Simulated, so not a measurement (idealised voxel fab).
voxel wiring stack: a process module
In the cross-section labelled cut, the width is 280 nm and each square cell is 5 nm.
Cross-sections here: square-cell grids, written as top-down lists of bands, a band being one or more rows of cells. Look at the band entry: it leads with the top's height and the bottom's height in nm. Then it lists the materials left to right, with a width in nm for each. The word "throughout" on a single material says that material fills the band edge to edge. The word "air" is empty space. Height reference: 0 = level under which incoming wafer is all one material. Lowest band: no bottom, runs on downward, e.g. "0 down". Read "30..40" as a graded width: first number on top, second number at the bottom, same change between each pair of neighbouring rows. "no modification", as given for a step, is the statement that not any cell of the cross-section underwent a change during that step. You'll see "Sealed voids" listing empty spaces that have no way open to the top, as long as they're 8 cells or more; the notation is width x height at distance, where the distance is from the left edge, and all of it is in nm. Whatever follows a step's settings on its line is a remark the simulator itself makes about that step. If you see "overlay nm" on a step's line and that step has a mask, it's telling you how far right of where it was planned the mask ended up; a negative number means it went left instead.

So here's the lineup of process steps we planned
1: RECEIVE,material Si
2: CONFORMAL_DEP,material SiO2,thk nm 10
3: CONFORMAL_DEP,material SiN,thk nm 5
4: DIRECTIONAL_DEP,material lowk,thk nm 25
5: PATTERN,tone open,mask id METAL_1,material resist,width nm 30,pitch nm 60,thk nm 15,overlay nm 0
6: DIRECTIONAL_ETCH,etch materials lowk,depth nm 25
7: DIRECTIONAL_ETCH,etch materials SiN,depth nm 5
8: STRIP,etch materials resist
9: CONFORMAL_DEP,material TiN,thk nm 5
10: FILL_DEP,material W,thk nm 5
11: CMP,height nm 40
12: CONFORMAL_DEP,material SiCN,thk nm 5
13: DIRECTIONAL_DEP,material lowk,thk nm 20
14: DIRECTIONAL_DEP,material aC,thk nm 15
15: PATTERN,tone open,mask id PLUG_1,material resist,width nm 15,pitch nm 120,thk nm 30,overlay nm 0
16: DIRECTIONAL_ETCH,etch materials aC,depth nm 15
17: STRIP,etch materials resist
18: DIRECTIONAL_ETCH,etch materials lowk,depth nm 20
19: DIRECTIONAL_ETCH,etch materials SiCN,depth nm 5
20: STRIP,etch materials aC
21: EPI,material Ru,thk nm 10
22: EPI,material Ru,thk nm 10
23: EPI,material Ru,thk nm 5
24: CONFORMAL_DEP,material SiCN,thk nm 5
25: DIRECTIONAL_DEP,material lowk,thk nm 25
26: MASKED_ETCH,tone open,mask id METAL_2,width nm 30,pitch nm 60,etch materials lowk,depth nm 25,overlay nm 0
27: MASKED_ETCH,tone open,mask id METAL_2,width nm 30,pitch nm 60,etch materials SiCN,depth nm 5,overlay nm 0
28: CONFORMAL_DEP,material TiN,thk nm 5
29: FILL_DEP,material Cu,thk nm 10
30: CMP,height nm 95
31: CONFORMAL_DEP,material SiCN,thk nm 5
32: DIRECTIONAL_DEP,material SiO2,thk nm 35
33: DIRECTIONAL_DEP,material aC,thk nm 10
34: PATTERN,tone open,mask id METAL_3,material resist,width nm 30,pitch nm 60,thk nm 30,overlay nm 0
35: DIRECTIONAL_ETCH,etch materials aC,depth nm 10
36: STRIP,etch materials resist
37: DIRECTIONAL_ETCH,etch materials SiO2,depth nm 20
38: STRIP,etch materials aC
39: PATTERN,tone open,mask id METAL_3_HOLES,material resist,width nm 15,pitch nm 120,thk nm 15,overlay nm 0
40: DIRECTIONAL_ETCH,etch materials SiO2,depth nm 15
41: DIRECTIONAL_ETCH,etch materials SiCN,depth nm 5
42: STRIP,etch materials resist
43: CONFORMAL_DEP,material TiN,thk nm 5
44: FILL_DEP,material Cu,thk nm 10
45: CMP,height nm 135
46: CONFORMAL_DEP,material SiN,thk nm 5

Cross-section of the wafer as it came to us, i.e., already through step 1
* 0 down  Si throughout
* Sealed voids: none

Here's the wafer cut in cross-section after the module, started and planned just like above, except one thing was done wrong in the run
* 140 to 135  SiN throughout
* 135 to 120  SiO2 (65), TiN (5), Cu (20), TiN (5), SiO2 (30), TiN (5), Cu (20), TiN (5), SiO2 (30), TiN (5), Cu (20), TiN (5), SiO2 (65)
* 120 to 115  SiO2 (65), TiN (5), Cu (5), TiN (20), SiO2 (30), TiN (30), SiO2 (30), TiN (5), Cu (5), TiN (20), SiO2 (65)
* 115 to 100  SiO2 (65), TiN (5), Cu (5), TiN (5), SiO2 (105), TiN (5), Cu (5), TiN (5), SiO2 (80)
* 100 to 95  SiCN (65), TiN (15), SiCN (105), TiN (15), SiCN (80)
* 95 to 70  lowk (65), TiN (5), Cu (20), TiN (5), lowk (30), TiN (5), Cu (20), TiN (5), lowk (30), TiN (5), Cu (20), TiN (5), lowk (65)
* 70 to 65  SiCN (65), TiN (30), SiCN (30), TiN (30), SiCN (30), TiN (30), SiCN (65)
* 65 to 55  lowk (65), SiCN (5), TiN (5), SiCN (5), lowk (105), SiCN (5), TiN (5), SiCN (5), lowk (80)
* 55 to 45  lowk throughout
* 45 to 40  SiCN throughout
* 40 to 15  lowk (65), TiN (5), W (20), TiN (5), lowk (30), TiN (5), W (20), TiN (5), lowk (30), TiN (5), W (20), TiN (5), lowk (65)
* 15 to 10  SiN (65), TiN (30), SiN (30), TiN (30), SiN (30), TiN (30), SiN (65)
* 10 to 0  SiO2 throughout
* 0 down  Si throughout
* Sealed voids: none
Deviation from plan: in deviation from the planned setting, step 18 was conducted as DIRECTIONAL_ETCH,etch materials lowk,depth nm 10
